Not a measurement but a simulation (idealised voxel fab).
process module | voxel plated lines
Section shown: cut. Width: 245 nm. Cell size: 5 nm, square.
Cross-section layout: square cells on a grid; listed as bands, top to bottom; a band spans one or more cell rows.
Quick guide to a band line: top height, bottom height (nm) up front; then every material left to right with its width in nm. Only one material and it's marked "everywhere"? Then it fills the band edge to edge. And "air" just means empty space.
For the purposes of this specification, 0 denotes the height below which the wafer in its as-received condition is composed wholly of one material, and the lowermost band, lacking a lower limit, extends downward without end, as expressed in "0 and below".
Width: "30->40" (first number = top row, second number = bottom row, same change from row to row of cells).
"all unchanged" (step): cross-section cells unchanged, all of them.
For the entry "Internal closed voids", the listed items are empty spaces with no open way to the top whose size is 8 cells or more; each item follows the pattern width x height at distance, where distance is from the left edge and all three are in nm.
Post-settings text on a step line: simulator's own remark regarding the step.
Regarding "overlay nm": on a step with a mask, it is the distance the mask lay to the right of its planned place; a negative value places it to the left.
-- Planned process steps
- 1: RECEIVE | material Si
- 2: CONFORMAL_DEP | material SiO2 | thk nm 10
- 3: DIRECTIONAL_DEP | material TiN | thk nm 5
- 4: PATTERN | tone open | mask id LINES | material resist | width nm 25 | pitch nm 55 | thk nm 15 | overlay nm 0
- 5: EPI | material Ru | thk nm 10
- 6: STRIP | etch materials resist
- 7: DIRECTIONAL_ETCH | etch materials TiN | depth nm 5
- 8: CONFORMAL_DEP | material SiCN | thk nm 10
-- So, the first of our two wafers, run just as we planned it
-- Cross-section, incoming material, after step 1
> 0 and below = Si everywhere
> Internal closed voids: none
-- Step 2 done - wafer cross-section
> 10 down to 0 = SiO2 everywhere
> Whatever lies below 0 is exactly as it was before.
-- Step 3 done - wafer cross-section
> 15 down to 10 = TiN everywhere
> Whatever lies below 10 is exactly as it was before.
-- Step 4 done - wafer cross-section
> 30 down to 15 = resist 80  air 25  resist 30  air 25  resist 85
> Whatever lies below 15 is exactly as it was before.
-- Step 5 done - wafer cross-section
> 30 down to 25 = resist 80  air 25  resist 30  air 25  resist 85
> 25 down to 15 = resist 80  Ru 25  resist 30  Ru 25  resist 85
> Whatever lies below 15 is exactly as it was before.
-- Step 6 done - wafer cross-section
> 25 down to 15 = air 80  Ru 25  air 30  Ru 25  air 85
> Whatever lies below 15 is exactly as it was before.
-- Step 7 done - wafer cross-section
> 25 down to 15 = air 80  Ru 25  air 30  Ru 25  air 85
> 15 down to 10 = air 80  TiN 25  air 30  TiN 25  air 85
> Whatever lies below 10 is exactly as it was before.
-- Step 8 done - wafer cross-section
> 35 down to 25 = air 70  SiCN 45  air 10  SiCN 45  air 75
> 25 down to 20 = air 70  SiCN 10  Ru 25  SiCN 10  air 10  SiCN 10  Ru 25  SiCN 10  air 75
> 20 down to 15 = SiCN 80  Ru 25  SiCN 30  Ru 25  SiCN 85
> 15 down to 10 = SiCN 80  TiN 25  SiCN 30  TiN 25  SiCN 85
> Whatever lies below 10 is exactly as it was before.
-- Regarding the second of the two wafers: it shared the first wafer's starting condition and process plan, yet one error occurred during its execution. Its history coincides with that of the first wafer up to and including step 1
-- Second wafer shown in cross-section at the time step 2 was slated to end
> 5 down to 0 = SiO2 everywhere
> Whatever lies below 0 is exactly as it was before.
-- Second wafer shown in cross-section at the time step 3 was slated to end
> 10 down to 5 = TiN everywhere
> Whatever lies below 5 is exactly as it was before.
-- Second wafer shown in cross-section at the time step 4 was slated to end
> 25 down to 10 = resist 80  air 25  resist 30  air 25  resist 85
> Whatever lies below 10 is exactly as it was before.
-- Second wafer shown in cross-section at the time step 5 was slated to end
> 25 down to 20 = resist 80  air 25  resist 30  air 25  resist 85
> 20 down to 10 = resist 80  Ru 25  resist 30  Ru 25  resist 85
> Whatever lies below 10 is exactly as it was before.
-- Second wafer shown in cross-section at the time step 6 was slated to end
> 20 down to 10 = air 80  Ru 25  air 30  Ru 25  air 85
> Whatever lies below 10 is exactly as it was before.
-- Second wafer shown in cross-section at the time step 7 was slated to end
> 20 down to 10 = air 80  Ru 25  air 30  Ru 25  air 85
> 10 down to 5 = air 80  TiN 25  air 30  TiN 25  air 85
> Whatever lies below 5 is exactly as it was before.
-- Second wafer shown in cross-section at the time step 8 was slated to end
> 30 down to 20 = air 70  SiCN 45  air 10  SiCN 45  air 75
> 20 down to 15 = air 70  SiCN 10  Ru 25  SiCN 10  air 10  SiCN 10  Ru 25  SiCN 10  air 75
> 15 down to 10 = SiCN 80  Ru 25  SiCN 30  Ru 25  SiCN 85
> 10 down to 5 = SiCN 80  TiN 25  SiCN 30  TiN 25  SiCN 85
> Whatever lies below 5 is exactly as it was before.
The plan and the run diverged here: step 2 ran with different settings than intended, the actual operation and settings being CONFORMAL_DEP | material SiO2 | thk nm 5
At the finish, the second wafer shows more or fewer cells for some materials than the first does: 49 fewer of SiO2
